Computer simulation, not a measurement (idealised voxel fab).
process module | voxel capacitor over wiring
FYI the section here is cut, 175 nm wide, cells are 5 nm squares.
Each cross-section below is a grid of square cells, stated as bands in top-down order, with one or more rows of cells making up each band.
Read a band's entry like this: the first values are the height of its top and the height of its bottom in nm, and what follows is the sequence of materials from left to right, each with its width in nm. Note that "air" is empty space, and that a single material marked "everywhere" reaches across the band from edge to edge.
Measure heights from 0. That's the level where, below it, the as-received wafer is all one material. The lowest band is bottomless and extends downward; write it as in "0..down".
The two numbers in a width such as "30..40" mark its ends across the band: the first belongs to the top row of cells, the second to the bottom row, and from each row to the next the width moves by the same amount.
Where the words "remained the same" appear for a step, the cross-section shows no cell changed by that step; every cell remained as before.
Look at "Voids, enclosed" for the closed voids: empty spaces with no open path to the top, sized 8 cells or up. Each is width x height at distance, distance from the left edge, all nm.
If you see something after the settings on a step's line, that's the simulator's own remark about that step.
When a step includes a mask, the "overlay nm" setting on its line states how far to the right of its planned place that mask lay, and negative values state how far to the left.
Below is the list of planned process steps:
1,RECEIVE: material Si
2,CONFORMAL_DEP: material SiO2, thk nm 15
3,DIRECTIONAL_DEP: material TiN, thk nm 5
4,DIRECTIONAL_DEP: material Ru, thk nm 20
5,DIRECTIONAL_DEP: material aC, thk nm 15
6,PATTERN: tone cover, mask id METAL_1, material resist, width nm 30, pitch nm 80, thk nm 35, overlay nm 0
7,DIRECTIONAL_ETCH: etch materials aC, depth nm 15
8,STRIP: etch materials resist
9,DIRECTIONAL_ETCH: etch materials Ru, depth nm 20
10,DIRECTIONAL_ETCH: etch materials TiN, depth nm 5
11,STRIP: etch materials aC
12,FILL_DEP: material lowk, thk nm 5
13,CMP: height nm 40
14,CONFORMAL_DEP: material SiCN, thk nm 5
15,DIRECTIONAL_DEP: material lowk, thk nm 20
16,DIRECTIONAL_DEP: material aC, thk nm 10
17,PATTERN: tone open, mask id PLUG_1, material resist, width nm 15, thk nm 25, overlay nm 0
18,DIRECTIONAL_ETCH: etch materials aC, depth nm 10
19,STRIP: etch materials resist
20,DIRECTIONAL_ETCH: etch materials lowk, depth nm 20
21,DIRECTIONAL_ETCH: etch materials SiCN, depth nm 5
22,STRIP: etch materials aC
23,CONFORMAL_DEP: material TiN, thk nm 5
24,FILL_DEP: material Ru, thk nm 5
25,CMP: height nm 65
26,DIRECTIONAL_DEP: material TiN, thk nm 10
27,DIRECTIONAL_DEP: material SiN, thk nm 5
28,DIRECTIONAL_DEP: material TiN, thk nm 10
29,DIRECTIONAL_DEP: material aC, thk nm 15
30,PATTERN: tone cover, mask id UPPER_PLATE, material resist, width nm 55, thk nm 30, overlay nm 0
31,DIRECTIONAL_ETCH: etch materials aC, depth nm 15
32,STRIP: etch materials resist
33,DIRECTIONAL_ETCH: etch materials TiN, depth nm 10
34,DIRECTIONAL_ETCH: etch materials SiN, depth nm 5
35,STRIP: etch materials aC
36,DIRECTIONAL_DEP: material aC, thk nm 10
37,PATTERN: tone cover, mask id LOWER_PLATE, material resist, width nm 65, thk nm 30, overlay nm 0
38,DIRECTIONAL_ETCH: etch materials aC, depth nm 10
39,STRIP: etch materials resist
40,DIRECTIONAL_ETCH: etch materials TiN, depth nm 10
41,STRIP: etch materials aC
42,FILL_DEP: material SiO2, thk nm 20
43,CMP: height nm 105
44,MASKED_ETCH: tone open, mask id PLUG_2, width nm 15, etch materials SiO2, depth nm 15, overlay nm 0
45,CONFORMAL_DEP: material TiN, thk nm 5
46,FILL_DEP: material Ru, thk nm 5
47,CMP: height nm 105
48,CONFORMAL_DEP: material SiCN, thk nm 5
The cross-section here shows the wafer as received, i.e. in its state after step 1:
> 0..down | Si everywhere
> Voids, enclosed: none
Final cross-section, module run with one mistake (start and plan as above):
> 110..105 | SiCN everywhere
> 105..95 | SiO2=50 | TiN=5 | Ru=5 | TiN=5 | SiO2=110
> 95..90 | SiO2=50 | TiN=15 | SiO2=110
> 90..80 | SiO2=45 | TiN=55 | SiO2=75
> 80..75 | SiO2=45 | SiN=55 | SiO2=75
> 75..65 | SiO2=40 | TiN=65 | SiO2=70
> 65..45 | lowk=45 | TiN=5 | Ru=5 | TiN=5 | lowk=115
> 45..40 | SiCN=45 | TiN=15 | SiCN=115
> 40..20 | lowk=30 | Ru=30 | lowk=50 | Ru=30 | lowk=35
> 20..15 | lowk=30 | TiN=30 | lowk=50 | TiN=30 | lowk=35
> 15..0 | SiO2 everywhere
> 0..down | Si everywhere
> Voids, enclosed: none
The mistake made against the process plan was this: note that step 44 departed from the planned setting and was carried out as MASKED_ETCH: tone open, mask id PLUG_2, width nm 15, etch materials SiO2, depth nm 15, overlay nm -5
